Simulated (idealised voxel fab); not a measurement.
This is a process module. Its name is voxel plated lines.
Displayed cross-section: cut, width of 240 nm, square cells sized 5 nm.
Bands, listed from the top down, are how a cross-section gets written in this document; the cross-section itself is a grid of square cells, and a band is one or more rows of them. Band: top and bottom heights (nm) first, top before bottom; then materials from left to right, widths in nm. "full width" marks a sole material filling the band edge to edge. "air" denotes empty space. Counting heights begins at 0, where everything beneath is, in the wafer as received, one material. The lowest band has no bottom; it goes on downwards, as "0 -> down" shows. A width given as "30..40" starts at the first number in the band's top row and ends at the second number in its bottom row, shifting by an equal amount at every step from row to row. Reading "same as before" for a step: not a cell of the cross-section changed in it. For the entry "Non-vented voids", the listed items are empty spaces with no open way to the top whose size is 8 cells or more; each item follows the pattern width x height at distance, where distance is from the left edge and all three are in nm. Heads up: the bit after the settings on a step's line is the simulator's remark on that step. overlay nm: right-of-plan distance of the mask on a masked step; negative values mean left-of-plan.
**Process steps (planned)**
1. RECEIVE: material Si
2. CONFORMAL_DEP: material SiO2, thk nm 5
3. DIRECTIONAL_DEP: material TiN, thk nm 5
4. PATTERN: tone open, mask id LINES, material resist, width nm 20, pitch nm 50, thk nm 15, overlay nm 0
5. EPI: material Ru, thk nm 5
6. STRIP: etch materials resist
7. DIRECTIONAL_ETCH: etch materials TiN, depth nm 5
8. CONFORMAL_DEP: material SiN, thk nm 5
**First wafer out of two, processed as planned**
**Cross-section, incoming material, after step 1**
	0 -> down = Si full width
	Non-vented voids: none
**The wafer, seen in cross-section, after step 2**
	5 -> 0 = SiO2 full width
	Whatever lies below 0 is exactly as it was before.
**The wafer, seen in cross-section, after step 3**
	10 -> 5 = TiN full width
	Whatever lies below 5 is exactly as it was before.
**The wafer, seen in cross-section, after step 4**
	25 -> 10 = resist=35, air=20, resist=30, air=20, resist=30, air=20, resist=30, air=20, resist=35
	Whatever lies below 10 is exactly as it was before.
**The wafer, seen in cross-section, after step 5**
	25 -> 15 = resist=35, air=20, resist=30, air=20, resist=30, air=20, resist=30, air=20, resist=35
	15 -> 10 = resist=35, Ru=20, resist=30, Ru=20, resist=30, Ru=20, resist=30, Ru=20, resist=35
	Whatever lies below 10 is exactly as it was before.
**The wafer, seen in cross-section, after step 6**
	15 -> 10 = air=35, Ru=20, air=30, Ru=20, air=30, Ru=20, air=30, Ru=20, air=35
	Whatever lies below 10 is exactly as it was before.
**The wafer, seen in cross-section, after step 7**
	15 -> 10 = air=35, Ru=20, air=30, Ru=20, air=30, Ru=20, air=30, Ru=20, air=35
	10 -> 5 = air=35, TiN=20, air=30, TiN=20, air=30, TiN=20, air=30, TiN=20, air=35
	Whatever lies below 5 is exactly as it was before.
**The wafer, seen in cross-section, after step 8**
	20 -> 15 = air=30, SiN=30, air=20, SiN=30, air=20, SiN=30, air=20, SiN=30, air=30
	15 -> 10 = air=30, SiN=5, Ru=20, SiN=5, air=20, SiN=5, Ru=20, SiN=5, air=20, SiN=5, Ru=20, SiN=5, air=20, SiN=5, Ru=20, SiN=5, air=30
	10 -> 5 = SiN=35, TiN=20, SiN=30, TiN=20, SiN=30, TiN=20, SiN=30, TiN=20, SiN=35
	Whatever lies below 5 is exactly as it was before.
**The Second Wafer: Common Origin and Plan, One Mistake in Execution, Identical to the First Through Step 3**
**Second wafer profile in section, at the moment step 4 of the plan was meant to be complete**
	25 -> 10 = resist=30, air=30, resist=20, air=30, resist=20, air=30, resist=20, air=30, resist=30
	Whatever lies below 10 is exactly as it was before.
**Second wafer profile in section, at the moment step 5 of the plan was meant to be complete**
	25 -> 15 = resist=30, air=30, resist=20, air=30, resist=20, air=30, resist=20, air=30, resist=30
	15 -> 10 = resist=30, Ru=30, resist=20, Ru=30, resist=20, Ru=30, resist=20, Ru=30, resist=30
	Whatever lies below 10 is exactly as it was before.
**Second wafer profile in section, at the moment step 6 of the plan was meant to be complete**
	15 -> 10 = air=30, Ru=30, air=20, Ru=30, air=20, Ru=30, air=20, Ru=30, air=30
	Whatever lies below 10 is exactly as it was before.
**Second wafer profile in section, at the moment step 7 of the plan was meant to be complete**
	15 -> 10 = air=30, Ru=30, air=20, Ru=30, air=20, Ru=30, air=20, Ru=30, air=30
	10 -> 5 = air=30, TiN=30, air=20, TiN=30, air=20, TiN=30, air=20, TiN=30, air=30
	Whatever lies below 5 is exactly as it was before.
**Second wafer profile in section, at the moment step 8 of the plan was meant to be complete**
	20 -> 15 = air=25, SiN=40, air=10, SiN=40, air=10, SiN=40, air=10, SiN=40, air=25
	15 -> 10 = air=25, SiN=5, Ru=30, SiN=5, air=10, SiN=5, Ru=30, SiN=5, air=10, SiN=5, Ru=30, SiN=5, air=10, SiN=5, Ru=30, SiN=5, air=25
	10 -> 5 = SiN=30, TiN=30, SiN=20, TiN=30, SiN=20, TiN=30, SiN=20, TiN=30, SiN=30
	Whatever lies below 5 is exactly as it was before.
The mistake made against the process plan was this: step 4 off recipe, ran as PATTERN: tone open, mask id LINES, material resist, width nm 30, pitch nm 50, thk nm 15, overlay nm 0
Final tally in cells, some materials are higher or lower on the second wafer than on the first: +8 Ru | +8 TiN
